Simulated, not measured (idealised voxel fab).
Process module under the name voxel transistor to metal
The figure presents cross-section cut, which has a width of 185 nm and is divided into square cells with an edge length of 5 nm.
We lay out every cross-section as a grid of square cells and spell it out in bands from the top down, where one band means one or more rows of cells. Heads up on the band format: heights come first, top then bottom, in nm. After that it's the materials left to right, each with its width in nm. A single material flagged "full width" fills the whole band edge to edge, and "air" means there's empty space there. Height 0 is the level under which the wafer as received is all one material. The lowest band goes on downwards, as in "0 -> down". You'd read "30..40" like this: the band's top row of cells is as wide as the first number, its bottom row is as wide as the second, and going down, every row changes width by the same amount as the row before did. What does "no modifications" mean for a step? It means no cell of the cross-section changed in that step. The label "Sealed cavities" introduces a list of the empty spaces, 8 cells or larger, that have no open way up to the top; each entry in it reads width x height at distance, where the distance is taken from the left edge and all three are stated in nm. Post-settings text on a step line: simulator's own remark regarding the step. A step's line can hold "overlay nm"; with a mask on that step, the setting says how far right of the planned place the mask lay, while a negative setting says it lay to the left. Layout of what follows: cross-section pairs, each bracketing one process step, the after cross-section shown only to the lowest band that changed, the step between and its settings noted under each pair. Pairs may originate in different runs of this module on the same starting wafer; a pair continues from the pair above only where its entry headed "Pre-step section" says so.
Pre-step section:
    120 -> 100  40 resist | 15 air | 75 resist | 15 air | 40 resist
    100 -> 70  40 lowk | 15 air | 75 lowk | 15 air | 40 lowk
    70 -> 65  SiCN full width
    65 -> 60  35 SiCN | 25 Ru | 65 SiCN | 25 Ru | 35 SiCN
    60 -> 35  40 lowk | 5 TiN | 5 Cu | 5 TiN | 75 lowk | 5 TiN | 5 Cu | 5 TiN | 40 lowk
    35 -> 30  40 SiCN | 15 TiN | 75 SiCN | 15 TiN | 40 SiCN
    30 -> 20  40 SiO2 | 5 TiN | 5 W | 5 TiN | 75 SiO2 | 5 TiN | 5 W | 5 TiN | 40 SiO2
    20 -> 15  40 SiO2 | 15 TiN | 15 SiO2 | 5 SiN | 5 HfO2 | 5 TiN | 15 W | 5 TiN | 5 HfO2 | 5 SiN | 15 SiO2 | 15 TiN | 40 SiO2
    15 -> 5  40 SiO2 | 5 TiN | 25 pSi | 5 SiN | 5 HfO2 | 5 TiN | 15 W | 5 TiN | 5 HfO2 | 5 SiN | 25 pSi | 5 TiN | 40 SiO2
    5 -> 0  30 SiO2 | 40 pSi | 5 SiN | 5 HfO2 | 5 TiN | 15 W | 5 TiN | 5 HfO2 | 5 SiN | 40 pSi | 30 SiO2
    0 -> -5  30 SiO2 | 5 SiN | 35 pSi | 5 SiN | 5 HfO2 | 25 TiN | 5 HfO2 | 5 SiN | 35 pSi | 5 SiN | 30 SiO2
    -5 -> -10  35 SiO2 | 35 pSi | 45 HfO2 | 35 pSi | 35 SiO2
    -10 -> -20  40 SiO2 | 30 pSi | 45 Si | 30 pSi | 40 SiO2
    -20 -> -40  40 SiO2 | 105 Si | 40 SiO2
    -40 -> down  Si full width
    Sealed cavities: none
State After Step:
    120 -> 100  40 resist | 15 air | 75 resist | 15 air | 40 resist
    100 -> 70  40 lowk | 15 air | 75 lowk | 15 air | 40 lowk
    70 -> 65  40 SiCN | 15 air | 75 SiCN | 15 air | 40 SiCN
    Anything lower than 65 is untouched.
    Sealed cavities: none
the step between: DIRECTIONAL_ETCH [etch materials SiCN] [depth nm 5]
Pre-step section: no separate figure, the pair right above already shows it after its step.
State After Step:
    100 -> 70  40 lowk | 15 air | 75 lowk | 15 air | 40 lowk
    Anything lower than 70 is untouched.
    Sealed cavities: none
the step between: STRIP [etch materials resist]
Pre-step section: no separate figure, the pair right above already shows it after its step.
State After Step:
    105 -> 100  45 TiN | 5 air | 85 TiN | 5 air | 45 TiN
    100 -> 70  40 lowk | 5 TiN | 5 air | 5 TiN | 75 lowk | 5 TiN | 5 air | 5 TiN | 40 lowk
    70 -> 65  40 SiCN | 15 TiN | 75 SiCN | 15 TiN | 40 SiCN
    Anything lower than 65 is untouched.
    Sealed cavities: none
the step between: CONFORMAL_DEP [material TiN] [thk nm 5]
Pre-step section: no separate figure, the pair right above already shows it after its step.
State After Step:
    110 -> 105  Cu full width
    105 -> 100  45 TiN | 5 Cu | 85 TiN | 5 Cu | 45 TiN
    100 -> 70  40 lowk | 5 TiN | 5 Cu | 5 TiN | 75 lowk | 5 TiN | 5 Cu | 5 TiN | 40 lowk
    Anything lower than 70 is untouched.
    Sealed cavities: none
the step between: FILL_DEP [material Cu] [thk nm 5]
Pre-step section: no separate figure, the pair right above already shows it after its step.
State After Step:
    100 -> 70  40 lowk | 5 TiN | 5 Cu | 5 TiN | 75 lowk | 5 TiN | 5 Cu | 5 TiN | 40 lowk
    Anything lower than 70 is untouched.
    Sealed cavities: none
the step between: CMP [height nm 100]
Pre-step section: no separate figure, the pair right above already shows it after its step.
State After Step:
    105 -> 100  SiCN full width
    Anything lower than 100 is untouched.
    Sealed cavities: none
the step between: CONFORMAL_DEP [material SiCN] [thk nm 5]
Pre-step section:
    60 -> 35  lowk full width
    35 -> 30  SiCN full width
    30 -> 20  40 SiO2 | 5 TiN | 5 W | 5 TiN | 75 SiO2 | 5 TiN | 5 W | 5 TiN | 40 SiO2
    20 -> 5  40 SiO2 | 5 TiN | 5 W | 5 TiN | 15 SiO2 | 5 SiN | 5 HfO2 | 5 TiN | 15 W | 5 TiN | 5 HfO2 | 5 SiN | 15 SiO2 | 5 TiN | 5 W | 5 TiN | 40 SiO2
    5 -> 0  40 SiO2 | 5 TiN | 5 W | 5 TiN | 15 pSi | 5 SiN | 5 HfO2 | 5 TiN | 15 W | 5 TiN | 5 HfO2 | 5 SiN | 15 pSi | 5 TiN | 5 W | 5 TiN | 40 SiO2
    0 -> -5  30 SiO2 | 5 SiN | 5 SiO2 | 15 TiN | 15 pSi | 5 SiN | 5 HfO2 | 25 TiN | 5 HfO2 | 5 SiN | 15 pSi | 15 TiN | 5 SiO2 | 5 SiN | 30 SiO2
    -5 -> -10  35 SiO2 | 35 pSi | 45 HfO2 | 35 pSi | 35 SiO2
    -10 -> -20  40 SiO2 | 30 pSi | 45 Si | 30 pSi | 40 SiO2
    -20 -> -40  40 SiO2 | 105 Si | 40 SiO2
    -40 -> down  Si full width
    Sealed cavities: none
State After Step:
    75 -> 60  40 resist | 20 air | 70 resist | 20 air | 35 resist
    Anything lower than 60 is untouched.
    Sealed cavities: none
the step between: PATTERN [tone open] [mask id METAL_1] [material resist] [width nm 20] [pitch nm 90] [thk nm 15] [overlay nm 0]
Pre-step section: no separate figure, the pair right above already shows it after its step.
State After Step:
    75 -> 60  40 resist | 20 air | 70 resist | 20 air | 35 resist
    60 -> 35  40 lowk | 20 air | 70 lowk | 20 air | 35 lowk
    Anything lower than 35 is untouched.
    Sealed cavities: none
the step between: DIRECTIONAL_ETCH [etch materials lowk] [depth nm 25]
Pre-step section: no separate figure, the pair right above already shows it after its step.
State After Step:
    75 -> 60  40 resist | 20 air | 70 resist | 20 air | 35 resist
    60 -> 35  40 lowk | 20 air | 70 lowk | 20 air | 35 lowk
    35 -> 30  40 SiCN | 20 air | 70 SiCN | 20 air | 35 SiCN
    Anything lower than 30 is untouched.
    Sealed cavities: none
the step between: DIRECTIONAL_ETCH [etch materials SiCN] [depth nm 5]
Pre-step section: no separate figure, the pair right above already shows it after its step.
State After Step:
    60 -> 35  40 lowk | 20 air | 70 lowk | 20 air | 35 lowk
    Anything lower than 35 is untouched.
    Sealed cavities: none
the step between: STRIP [etch materials resist]
Pre-step section: no separate figure, the pair right above already shows it after its step.
State After Step:
    65 -> 60  45 TiN | 10 air | 80 TiN | 10 air | 40 TiN
    60 -> 35  40 lowk | 5 TiN | 10 air | 5 TiN | 70 lowk | 5 TiN | 10 air | 5 TiN | 35 lowk
    35 -> 30  40 SiCN | 20 TiN | 70 SiCN | 20 TiN | 35 SiCN
    Anything lower than 30 is untouched.
    Sealed cavities: none
the step between: CONFORMAL_DEP [material TiN] [thk nm 5]
Pre-step section: no separate figure, the pair right above already shows it after its step.
State After Step:
    75 -> 65  Cu full width
    65 -> 60  45 TiN | 10 Cu | 80 TiN | 10 Cu | 40 TiN
    60 -> 35  40 lowk | 5 TiN | 10 Cu | 5 TiN | 70 lowk | 5 TiN | 10 Cu | 5 TiN | 35 lowk
    Anything lower than 35 is untouched.
    Sealed cavities: none
the step between: FILL_DEP [material Cu] [thk nm 10]
Pre-step section: no separate figure, the pair right above already shows it after its step.
State After Step:
    60 -> 35  40 lowk | 5 TiN | 10 Cu | 5 TiN | 70 lowk | 5 TiN | 10 Cu | 5 TiN | 35 lowk
    Anything lower than 35 is untouched.
    Sealed cavities: none
the step between: CMP [height nm 60]
Pre-step section: no separate figure, the pair right above already shows it after its step.
State After Step:
    65 -> 60  35 air | 30 Ru | 60 air | 30 Ru | 30 air
    Anything lower than 60 is untouched.
    Sealed cavities: none
the step between: EPI [material Ru] [thk nm 5]
Pre-step section: no separate figure, the pair right above already shows it after its step.
State After Step:
    70 -> 65  SiCN full width
    65 -> 60  35 SiCN | 30 Ru | 60 SiCN | 30 Ru | 30 SiCN
    Anything lower than 60 is untouched.
    Sealed cavities: none
the step between: FILL_DEP [material SiCN] [thk nm 5]
Pre-step section: no separate figure, the pair right above already shows it after its step.
State After Step:
    100 -> 70  lowk full width
    Anything lower than 70 is untouched.
    Sealed cavities: none
the step between: DIRECTIONAL_DEP [material lowk] [thk nm 30]
Pre-step section: no separate figure, the pair right above already shows it after its step.
State After Step:
    100 -> 80  40 lowk | 15 air | 75 lowk | 15 air | 40 lowk
    Anything lower than 80 is untouched.
    Sealed cavities: none
the step between: MASKED_ETCH [tone open] [mask id METAL_2] [width nm 15] [pitch nm 90] [etch materials lowk] [depth nm 20] [overlay nm 0]
Pre-step section: no separate figure, the pair right above already shows it after its step.
State After Step:
    120 -> 100  40 resist | 15 air | 75 resist | 15 air | 40 resist
    Anything lower than 100 is untouched.
    Sealed cavities: none
the step between: PATTERN [tone open] [mask id METAL_2_HOLES] [material resist] [width nm 15] [pitch nm 90] [thk nm 20] [overlay nm 0]
Pre-step section: no separate figure, the pair right above already shows it after its step.
State After Step:
    120 -> 100  40 resist | 15 air | 75 resist | 15 air | 40 resist
    100 -> 70  40 lowk | 15 air | 75 lowk | 15 air | 40 lowk
    Anything lower than 70 is untouched.
    Sealed cavities: none
the step between: DIRECTIONAL_ETCH [etch materials lowk] [depth nm 10]
Pre-step section: no separate figure, the pair right above already shows it after its step.
State After Step:
    120 -> 100  40 resist | 15 air | 75 resist | 15 air | 40 resist
    100 -> 70  40 lowk | 15 air | 75 lowk | 15 air | 40 lowk
    70 -> 65  40 SiCN | 15 air | 75 SiCN | 15 air | 40 SiCN
    Anything lower than 65 is untouched.
    Sealed cavities: none
the step between: DIRECTIONAL_ETCH [etch materials SiCN] [depth nm 5]
Pre-step section: no separate figure, the pair right above already shows it after its step.
State After Step:
    100 -> 70  40 lowk | 15 air | 75 lowk | 15 air | 40 lowk
    Anything lower than 70 is untouched.
    Sealed cavities: none
the step between: STRIP [etch materials resist]
Pre-step section: no separate figure, the pair right above already shows it after its step.
State After Step:
    105 -> 100  45 TiN | 5 air | 85 TiN | 5 air | 45 TiN
    100 -> 70  40 lowk | 5 TiN | 5 air | 5 TiN | 75 lowk | 5 TiN | 5 air | 5 TiN | 40 lowk
    70 -> 65  40 SiCN | 15 TiN | 75 SiCN | 15 TiN | 40 SiCN
    Anything lower than 65 is untouched.
    Sealed cavities: none
the step between: CONFORMAL_DEP [material TiN] [thk nm 5]
Pre-step section: no separate figure, the pair right above already shows it after its step.
State After Step:
    110 -> 105  Cu full width
    105 -> 100  45 TiN | 5 Cu | 85 TiN | 5 Cu | 45 TiN
    100 -> 70  40 lowk | 5 TiN | 5 Cu | 5 TiN | 75 lowk | 5 TiN | 5 Cu | 5 TiN | 40 lowk
    Anything lower than 70 is untouched.
    Sealed cavities: none
the step between: FILL_DEP [material Cu] [thk nm 5]
Pre-step section: no separate figure, the pair right above already shows it after its step.
State After Step:
    100 -> 70  40 lowk | 5 TiN | 5 Cu | 5 TiN | 75 lowk | 5 TiN | 5 Cu | 5 TiN | 40 lowk
    Anything lower than 70 is untouched.
    Sealed cavities: none
the step between: CMP [height nm 100]
Pre-step section: no separate figure, the pair right above already shows it after its step.
State After Step:
    105 -> 100  SiCN full width
    Anything lower than 100 is untouched.
    Sealed cavities: none
the step between: CONFORMAL_DEP [material SiCN] [thk nm 5]
Pre-step section:
    100 -> 70  lowk full width
    70 -> 65  SiCN full width
    65 -> 60  35 SiCN | 25 Ru | 65 SiCN | 25 Ru | 35 SiCN
    60 -> 35  40 lowk | 5 TiN | 5 Cu | 5 TiN | 75 lowk | 5 TiN | 5 Cu | 5 TiN | 40 lowk
    35 -> 30  40 SiCN | 15 TiN | 75 SiCN | 15 TiN | 40 SiCN
    30 -> 20  40 SiO2 | 5 TiN | 5 W | 5 TiN | 75 SiO2 | 5 TiN | 5 W | 5 TiN | 40 SiO2
    20 -> 5  40 SiO2 | 5 TiN | 5 W | 5 TiN | 15 SiO2 | 5 SiN | 5 HfO2 | 5 TiN | 15 W | 5 TiN | 5 HfO2 | 5 SiN | 15 SiO2 | 5 TiN | 5 W | 5 TiN | 40 SiO2
    5 -> 0  40 SiO2 | 5 TiN | 5 W | 5 TiN | 15 pSi | 5 SiN | 5 HfO2 | 5 TiN | 15 W | 5 TiN | 5 HfO2 | 5 SiN | 15 pSi | 5 TiN | 5 W | 5 TiN | 40 SiO2
    0 -> -5  30 SiO2 | 5 SiN | 5 SiO2 | 15 TiN | 15 pSi | 5 SiN | 5 HfO2 | 25 TiN | 5 HfO2 | 5 SiN | 15 pSi | 15 TiN | 5 SiO2 | 5 SiN | 30 SiO2
    -5 -> -10  35 SiO2 | 35 pSi | 45 HfO2 | 35 pSi | 35 SiO2
    -10 -> -20  40 SiO2 | 30 pSi | 45 Si | 30 pSi | 40 SiO2
    -20 -> -40  40 SiO2 | 105 Si | 40 SiO2
    -40 -> down  Si full width
    Sealed cavities: none
State After Step:
    100 -> 80  50 lowk | 15 air | 75 lowk | 15 air | 30 lowk
    Anything lower than 80 is untouched.
    Sealed cavities: none
the step between: MASKED_ETCH [tone open] [mask id METAL_2] [width nm 15] [pitch nm 90] [etch materials lowk] [depth nm 20] [overlay nm 10]
Pre-step section: no separate figure, the pair right above already shows it after its step.
State After Step:
    120 -> 100  40 resist | 15 air | 75 resist | 15 air | 40 resist
    100 -> 80  50 lowk | 5 air | 10 resist | 75 lowk | 5 air | 10 resist | 30 lowk
    Anything lower than 80 is untouched.
    Sealed cavities: none
the step between: PATTERN [tone open] [mask id METAL_2_HOLES] [material resist] [width nm 15] [pitch nm 90] [thk nm 20] [overlay nm 0]
Pre-step section: no separate figure, the pair right above already shows it after its step.
State After Step:
    120 -> 100  40 resist | 15 air | 75 resist | 15 air | 40 resist
    100 -> 90  40 lowk | 15 air | 10 resist | 65 lowk | 15 air | 10 resist | 30 lowk
    90 -> 80  50 lowk | 5 air | 10 resist | 75 lowk | 5 air | 10 resist | 30 lowk
    80 -> 70  50 lowk | 5 air | 85 lowk | 5 air | 40 lowk
    Anything lower than 70 is untouched.
    Sealed cavities: none
the step between: DIRECTIONAL_ETCH [etch materials lowk] [depth nm 10]
Pre-step section: no separate figure, the pair right above already shows it after its step.
State After Step:
    120 -> 100  40 resist | 15 air | 75 resist | 15 air | 40 resist
    100 -> 90  40 lowk | 15 air | 10 resist | 65 lowk | 15 air | 10 resist | 30 lowk
    90 -> 80  50 lowk | 5 air | 10 resist | 75 lowk | 5 air | 10 resist | 30 lowk
    80 -> 70  50 lowk | 5 air | 85 lowk | 5 air | 40 lowk
    70 -> 65  50 SiCN | 5 air | 85 SiCN | 5 air | 40 SiCN
    Anything lower than 65 is untouched.
    Sealed cavities: none
the step between: DIRECTIONAL_ETCH [etch materials SiCN] [depth nm 5]
Pre-step section: no separate figure, the pair right above already shows it after its step.
State After Step:
    100 -> 90  40 lowk | 25 air | 65 lowk | 25 air | 30 lowk
    90 -> 80  50 lowk | 15 air | 75 lowk | 15 air | 30 lowk
    Anything lower than 80 is untouched.
    Sealed cavities: none
the step between: STRIP [etch materials resist]
Pre-step section: no separate figure, the pair right above already shows it after its step.
State After Step:
    105 -> 100  45 TiN | 15 air | 75 TiN | 15 air | 35 TiN
    100 -> 90  40 lowk | 5..15 TiN | 15..5 air | 5 TiN | 65 lowk | 5..15 TiN | 15..5 air | 5 TiN | 30 lowk
    90 -> 85  50 lowk | 5 TiN | 5 air | 5 TiN | 75 lowk | 5 TiN | 5 air | 5 TiN | 30 lowk
    85 -> 80  50 lowk | 15 TiN | 75 lowk | 15 TiN | 30 lowk
    80 -> 70  50 lowk | 5 TiN | 85 lowk | 5 TiN | 40 lowk
    70 -> 65  50 SiCN | 5 TiN | 85 SiCN | 5 TiN | 40 SiCN
    Anything lower than 65 is untouched.
    Sealed cavities: none
the step between: CONFORMAL_DEP [material TiN] [thk nm 5]
Pre-step section: no separate figure, the pair right above already shows it after its step.
State After Step:
    110 -> 105  Cu full width
    105 -> 100  45 TiN | 15 Cu | 75 TiN | 15 Cu | 35 TiN
    100 -> 90  40 lowk | 5..15 TiN | 15..5 Cu | 5 TiN | 65 lowk | 5..15 TiN | 15..5 Cu | 5 TiN | 30 lowk
    90 -> 85  50 lowk | 5 TiN | 5 Cu | 5 TiN | 75 lowk | 5 TiN | 5 Cu | 5 TiN | 30 lowk
    Anything lower than 85 is untouched.
    Sealed cavities: none
the step between: FILL_DEP [material Cu] [thk nm 5]
Pre-step section: no separate figure, the pair right above already shows it after its step.
State After Step:
    100 -> 90  40 lowk | 5..15 TiN | 15..5 Cu | 5 TiN | 65 lowk | 5..15 TiN | 15..5 Cu | 5 TiN | 30 lowk
    Anything lower than 90 is untouched.
    Sealed cavities: none
the step between: CMP [height nm 100]
Pre-step section: no separate figure, the pair right above already shows it after its step.
State After Step:
    105 -> 100  SiCN full width
    Anything lower than 100 is untouched.
    Sealed cavities: none
the step between: CONFORMAL_DEP [material SiCN] [thk nm 5]
Pre-step section:
    30 -> 25  65 air | 15 HfO2 | 25 air | 15 HfO2 | 65 air
    25 -> 20  70 HfO2 | 5 SiN | 5 HfO2 | 25 air | 5 HfO2 | 5 SiN | 70 HfO2
    20 -> 5  70 SiO2 | 5 SiN | 5 HfO2 | 25 air | 5 HfO2 | 5 SiN | 70 SiO2
    5 -> 0  55 SiO2 | 15 pSi | 5 SiN | 5 HfO2 | 25 air | 5 HfO2 | 5 SiN | 15 pSi | 55 SiO2
    0 -> -5  30 SiO2 | 5 SiN | 20 SiO2 | 15 pSi | 5 SiN | 5 HfO2 | 25 air | 5 HfO2 | 5 SiN | 15 pSi | 20 SiO2 | 5 SiN | 30 SiO2
    -5 -> -10  35 SiO2 | 35 pSi | 45 HfO2 | 35 pSi | 35 SiO2
    -10 -> -20  40 SiO2 | 30 pSi | 45 Si | 30 pSi | 40 SiO2
    -20 -> -40  40 SiO2 | 105 Si | 40 SiO2
    -40 -> down  Si full width
    Sealed cavities: none
State After Step:
    35 -> 30  60 air | 25 SiO2 | 15 air | 25 SiO2 | 60 air
    30 -> 25  65 SiO2 | 15 HfO2 | 5 SiO2 | 15 air | 5 SiO2 | 15 HfO2 | 65 SiO2
    25 -> 20  70 HfO2 | 5 SiN | 5 HfO2 | 5 SiO2 | 15 air | 5 SiO2 | 5 HfO2 | 5 SiN | 70 HfO2
    20 -> 5  70 SiO2 | 5 SiN | 5 HfO2 | 5 SiO2 | 15 air | 5 SiO2 | 5 HfO2 | 5 SiN | 70 SiO2
    5 -> 0  55 SiO2 | 15 pSi | 5 SiN | 5 HfO2 | 5 SiO2 | 15 air | 5 SiO2 | 5 HfO2 | 5 SiN | 15 pSi | 55 SiO2
    0 -> -5  30 SiO2 | 5 SiN | 20 SiO2 | 15 pSi | 5 SiN | 5 HfO2 | 25 SiO2 | 5 HfO2 | 5 SiN | 15 pSi | 20 SiO2 | 5 SiN | 30 SiO2
    Anything lower than -5 is untouched.
    Sealed cavities: none
the step between: CONFORMAL_DEP [material SiO2] [thk nm 5]
Pre-step section: no separate figure, the pair right above already shows it after its step.
State After Step:
    45 -> 35  W full width
    35 -> 30  60 W | 25 SiO2 | 15 W | 25 SiO2 | 60 W
    30 -> 25  65 SiO2 | 15 HfO2 | 5 SiO2 | 15 W | 5 SiO2 | 15 HfO2 | 65 SiO2
    25 -> 20  70 HfO2 | 5 SiN | 5 HfO2 | 5 SiO2 | 15 W | 5 SiO2 | 5 HfO2 | 5 SiN | 70 HfO2
    20 -> 5  70 SiO2 | 5 SiN | 5 HfO2 | 5 SiO2 | 15 W | 5 SiO2 | 5 HfO2 | 5 SiN | 70 SiO2
    5 -> 0  55 SiO2 | 15 pSi | 5 SiN | 5 HfO2 | 5 SiO2 | 15 W | 5 SiO2 | 5 HfO2 | 5 SiN | 15 pSi | 55 SiO2
    Anything lower than 0 is untouched.
    Sealed cavities: none
the step between: FILL_DEP [material W] [thk nm 10]
Pre-step section: no separate figure, the pair right above already shows it after its step.
State After Step:
    20 -> 5  70 SiO2 | 5 SiN | 5 HfO2 | 5 SiO2 | 15 W | 5 SiO2 | 5 HfO2 | 5 SiN | 70 SiO2
    Anything lower than 5 is untouched.
    Sealed cavities: none
the step between: CMP [height nm 20]
Pre-step section: no separate figure, the pair right above already shows it after its step.
State After Step:
    30 -> 20  SiO2 full width
    Anything lower than 20 is untouched.
    Sealed cavities: none
the step between: DIRECTIONAL_DEP [material SiO2] [thk nm 10]
Pre-step section: no separate figure, the pair right above already shows it after its step.
State After Step:
    45 -> 30  40 resist | 15 air | 75 resist | 15 air | 40 resist
    Anything lower than 30 is untouched.
    Sealed cavities: none
the step between: PATTERN [tone open] [mask id CONTACT] [material resist] [width nm 15] [pitch nm 90] [thk nm 15] [overlay nm 0]
Pre-step section: no separate figure, the pair right above already shows it after its step.
State After Step:
    45 -> 30  40 resist | 15 air | 75 resist | 15 air | 40 resist
    30 -> 20  40 SiO2 | 15 air | 75 SiO2 | 15 air | 40 SiO2
    20 -> 5  40 SiO2 | 15 air | 15 SiO2 | 5 SiN | 5 HfO2 | 5 SiO2 | 15 W | 5 SiO2 | 5 HfO2 | 5 SiN | 15 SiO2 | 15 air | 40 SiO2
    5 -> 0  40 SiO2 | 15 air | 15 pSi | 5 SiN | 5 HfO2 | 5 SiO2 | 15 W | 5 SiO2 | 5 HfO2 | 5 SiN | 15 pSi | 15 air | 40 SiO2
    0 -> -5  30 SiO2 | 5 SiN | 5 SiO2 | 15 air | 15 pSi | 5 SiN | 5 HfO2 | 25 SiO2 | 5 HfO2 | 5 SiN | 15 pSi | 15 air | 5 SiO2 | 5 SiN | 30 SiO2
    Anything lower than -5 is untouched.
    Sealed cavities: none
the step between: DIRECTIONAL_ETCH [etch materials SiO2] [depth nm 35]
Pre-step section: no separate figure, the pair right above already shows it after its step.
State After Step:
    30 -> 20  40 SiO2 | 15 air | 75 SiO2 | 15 air | 40 SiO2
    Anything lower than 20 is untouched.
    Sealed cavities: none
the step between: STRIP [etch materials resist]
Pre-step section: no separate figure, the pair right above already shows it after its step.
State After Step:
    35 -> 30  45 TiN | 5 air | 85 TiN | 5 air | 45 TiN
    30 -> 20  40 SiO2 | 5 TiN | 5 air | 5 TiN | 75 SiO2 | 5 TiN | 5 air | 5 TiN | 40 SiO2
    20 -> 5  40 SiO2 | 5 TiN | 5 air | 5 TiN | 15 SiO2 | 5 SiN | 5 HfO2 | 5 SiO2 | 15 W | 5 SiO2 | 5 HfO2 | 5 SiN | 15 SiO2 | 5 TiN | 5 air | 5 TiN | 40 SiO2
    5 -> 0  40 SiO2 | 5 TiN | 5 air | 5 TiN | 15 pSi | 5 SiN | 5 HfO2 | 5 SiO2 | 15 W | 5 SiO2 | 5 HfO2 | 5 SiN | 15 pSi | 5 TiN | 5 air | 5 TiN | 40 SiO2
    0 -> -5  30 SiO2 | 5 SiN | 5 SiO2 | 15 TiN | 15 pSi | 5 SiN | 5 HfO2 | 25 SiO2 | 5 HfO2 | 5 SiN | 15 pSi | 15 TiN | 5 SiO2 | 5 SiN | 30 SiO2
    Anything lower than -5 is untouched.
    Sealed cavities: none
the step between: CONFORMAL_DEP [material TiN] [thk nm 5]
Pre-step section: no separate figure, the pair right above already shows it after its step.
State After Step:
    45 -> 35  W full width
    35 -> 30  45 TiN | 5 W | 85 TiN | 5 W | 45 TiN
    30 -> 20  40 SiO2 | 5 TiN | 5 W | 5 TiN | 75 SiO2 | 5 TiN | 5 W | 5 TiN | 40 SiO2
    20 -> 5  40 SiO2 | 5 TiN | 5 W | 5 TiN | 15 SiO2 | 5 SiN | 5 HfO2 | 5 SiO2 | 15 W | 5 SiO2 | 5 HfO2 | 5 SiN | 15 SiO2 | 5 TiN | 5 W | 5 TiN | 40 SiO2
    5 -> 0  40 SiO2 | 5 TiN | 5 W | 5 TiN | 15 pSi | 5 SiN | 5 HfO2 | 5 SiO2 | 15 W | 5 SiO2 | 5 HfO2 | 5 SiN | 15 pSi | 5 TiN | 5 W | 5 TiN | 40 SiO2
    Anything lower than 0 is untouched.
    Sealed cavities: none
the step between: FILL_DEP [material W] [thk nm 10]
Pre-step section: no separate figure, the pair right above already shows it after its step.
State After Step:
    30 -> 20  40 SiO2 | 5 TiN | 5 W | 5 TiN | 75 SiO2 | 5 TiN | 5 W | 5 TiN | 40 SiO2
    Anything lower than 20 is untouched.
    Sealed cavities: none
the step between: CMP [height nm 30]
Pre-step section: no separate figure, the pair right above already shows it after its step.
State After Step:
    35 -> 30  SiCN full width
    Anything lower than 30 is untouched.
    Sealed cavities: none
the step between: CONFORMAL_DEP [material SiCN] [thk nm 5]
Pre-step section: no separate figure, the pair right above already shows it after its step.
State After Step:
    60 -> 35  lowk full width
    Anything lower than 35 is untouched.
    Sealed cavities: none
the step between: DIRECTIONAL_DEP [material lowk] [thk nm 25]
Pre-step section: no separate figure, the pair right above already shows it after its step.
State After Step:
    75 -> 60  40 resist | 15 air | 75 resist | 15 air | 40 resist
    Anything lower than 60 is untouched.
    Sealed cavities: none
the step between: PATTERN [tone open] [mask id METAL_1] [material resist] [width nm 15] [pitch nm 90] [thk nm 15] [overlay nm 0]
Pre-step section: no separate figure, the pair right above already shows it after its step.
State After Step:
    75 -> 60  40 resist | 15 air | 75 resist | 15 air | 40 resist
    60 -> 35  40 lowk | 15 air | 75 lowk | 15 air | 40 lowk
    Anything lower than 35 is untouched.
    Sealed cavities: none
the step between: DIRECTIONAL_ETCH [etch materials lowk] [depth nm 25]
Pre-step section: no separate figure, the pair right above already shows it after its step.
State After Step:
    75 -> 60  40 resist | 15 air | 75 resist | 15 air | 40 resist
    60 -> 35  40 lowk | 15 air | 75 lowk | 15 air | 40 lowk
    35 -> 30  40 SiCN | 15 air | 75 SiCN | 15 air | 40 SiCN
    Anything lower than 30 is untouched.
    Sealed cavities: none
the step between: DIRECTIONAL_ETCH [etch materials SiCN] [depth nm 5]
Pre-step section: no separate figure, the pair right above already shows it after its step.
State After Step:
    60 -> 35  40 lowk | 15 air | 75 lowk | 15 air | 40 lowk
    Anything lower than 35 is untouched.
    Sealed cavities: none
the step between: STRIP [etch materials resist]
Pre-step section: no separate figure, the pair right above already shows it after its step.
State After Step:
    65 -> 60  45 TiN | 5 air | 85 TiN | 5 air | 45 TiN
    60 -> 35  40 lowk | 5 TiN | 5 air | 5 TiN | 75 lowk | 5 TiN | 5 air | 5 TiN | 40 lowk
    35 -> 30  40 SiCN | 15 TiN | 75 SiCN | 15 TiN | 40 SiCN
    Anything lower than 30 is untouched.
    Sealed cavities: none
the step between: CONFORMAL_DEP [material TiN] [thk nm 5]
Pre-step section: no separate figure, the pair right above already shows it after its step.
State After Step:
    75 -> 65  Cu full width
    65 -> 60  45 TiN | 5 Cu | 85 TiN | 5 Cu | 45 TiN
    60 -> 35  40 lowk | 5 TiN | 5 Cu | 5 TiN | 75 lowk | 5 TiN | 5 Cu | 5 TiN | 40 lowk
    Anything lower than 35 is untouched.
    Sealed cavities: none
the step between: FILL_DEP [material Cu] [thk nm 10]
Pre-step section: no separate figure, the pair right above already shows it after its step.
State After Step:
    60 -> 35  40 lowk | 5 TiN | 5 Cu | 5 TiN | 75 lowk | 5 TiN | 5 Cu | 5 TiN | 40 lowk
    Anything lower than 35 is untouched.
    Sealed cavities: none
the step between: CMP [height nm 60]
Pre-step section: no separate figure, the pair right above already shows it after its step.
State After Step:
    65 -> 60  35 air | 25 Ru | 65 air | 25 Ru | 35 air
    Anything lower than 60 is untouched.
    Sealed cavities: none
the step between: EPI [material Ru] [thk nm 5]
Pre-step section: no separate figure, the pair right above already shows it after its step.
State After Step:
    70 -> 65  SiCN full width
    65 -> 60  35 SiCN | 25 Ru | 65 SiCN | 25 Ru | 35 SiCN
    Anything lower than 60 is untouched.
    Sealed cavities: none
the step between: FILL_DEP [material SiCN] [thk nm 5]
Pre-step section: no separate figure, the pair right above already shows it after its step.
State After Step:
    100 -> 70  lowk full width
    Anything lower than 70 is untouched.
    Sealed cavities: none
the step between: DIRECTIONAL_DEP [material lowk] [thk nm 30]
Pre-step section: no separate figure, the pair right above already shows it after its step.
State After Step:
    100 -> 80  40 lowk | 15 air | 75 lowk | 15 air | 40 lowk
    Anything lower than 80 is untouched.
    Sealed cavities: none
the step between: MASKED_ETCH [tone open] [mask id METAL_2] [width nm 15] [pitch nm 90] [etch materials lowk] [depth nm 20] [overlay nm 0]
Pre-step section: no separate figure, the pair right above already shows it after its step.
State After Step:
    120 -> 100  40 resist | 15 air | 75 resist | 15 air | 40 resist
    Anything lower than 100 is untouched.
    Sealed cavities: none
the step between: PATTERN [tone open] [mask id METAL_2_HOLES] [material resist] [width nm 15] [pitch nm 90] [thk nm 20] [overlay nm 0]
Pre-step section: no separate figure, the pair right above already shows it after its step.
State After Step:
    120 -> 100  40 resist | 15 air | 75 resist | 15 air | 40 resist
    100 -> 70  40 lowk | 15 air | 75 lowk | 15 air | 40 lowk
    Anything lower than 70 is untouched.
    Sealed cavities: none
the step between: DIRECTIONAL_ETCH [etch materials lowk] [depth nm 10]
